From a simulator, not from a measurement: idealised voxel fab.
process module | voxel ribs on slabs
cross-section cut | 150 nm wide | cells 5 nm
A cross-section is a grid of square cells, given in bands from the top down. A band is one or more rows of cells.
Each band's line starts with the height of the band's top and of its bottom, in nm. Then come its materials from left to right, each with its width in nm. One material with "throughout" fills the band from edge to edge. "air" is empty space.
Height 0 is the level under which the wafer as received is all one material. The lowest band goes on downwards, as in "0 down".
A width such as "30 to 40" changes by the same amount from each row of cells to the next, from the band's top row to its bottom row.
"no change" after a step means that no cell of the cross-section changed.
closed voids: empty space of 8 cells or more with no open way to the top, each as width x height at its distance from the left edge, in nm
after a step's settings: what the simulator itself notes on the step
overlay nm, on a step with a mask: how far to the right of its planned place the mask lay; to the left if negative
plan
1 op RECEIVE | material Si
2 op DIRECTIONAL_DEP | material SiO2 | thk nm 20
3 op DIRECTIONAL_DEP | material SiN | thk nm 25
4 op MASKED_ETCH | tone cover | mask id RIB | width nm 25 | etch materials SiN | depth nm 15 | overlay nm 0
5 op MASKED_ETCH | tone cover | mask id SLAB | width nm 75 | etch materials SiN | depth nm 10 | overlay nm 0
6 op FILL_DEP | material SiO2 | thk nm 15
7 op CMP | height nm 55
8 op DIRECTIONAL_DEP | material W | thk nm 5
9 op DIRECTIONAL_DEP | material aC | thk nm 15
10 op PATTERN | tone cover | mask id HEATER | material resist | width nm 35 | thk nm 30 | overlay nm 0
11 op DIRECTIONAL_ETCH | etch materials aC | depth nm 15
12 op STRIP | etch materials resist
13 op DIRECTIONAL_ETCH | etch materials W | depth nm 10
14 op STRIP | etch materials aC
15 op CONFORMAL_DEP | material SiO2 | thk nm 5
varied across the wafers: thk nm of step 8. The plan shows the first wafer's value. All wafers start alike
first wafer as received, after step 1
  0 down: Si throughout
  closed voids: none
first wafer at the end, after step 15
  65 to 60: air 50 | SiO2 45 | air 55
  60 to 55: SiO2 55 | W 35 | SiO2 60
  55 to 45: SiO2 throughout
  45 to 30: SiO2 60 | SiN 25 | SiO2 65
  30 to 20: SiO2 35 | SiN 75 | SiO2 40
  20 to 0: SiO2 throughout
  0 down: Si throughout
  closed voids: none
last wafer at the end
  85 to 80: air 50 | SiO2 45 | air 55
  80 to 75: air 50 | SiO2 5 | W 35 | SiO2 5 | air 55
  75 to 70: SiO2 55 | W 35 | SiO2 60
  70 to 55: W throughout
  55 to 45: SiO2 throughout
  45 to 30: SiO2 60 | SiN 25 | SiO2 65
  30 to 20: SiO2 35 | SiN 75 | SiO2 40
  20 to 0: SiO2 throughout
  0 down: Si throughout
  closed voids: none
each wafer at the end: cells of each material gained (+) or lost (-) since it was received, then its closed voids
thk nm 5 | +45 SiN | +317 SiO2 | +7 W | closed voids: none
thk nm 10 | +45 SiN | +319 SiO2 | +14 W | closed voids: none
thk nm 15 | +45 SiN | +319 SiO2 | +44 W | closed voids: none
thk nm 20 | +45 SiN | +319 SiO2 | +74 W | closed voids: none
thk nm 25 | +45 SiN | +319 SiO2 | +104 W | closed voids: none
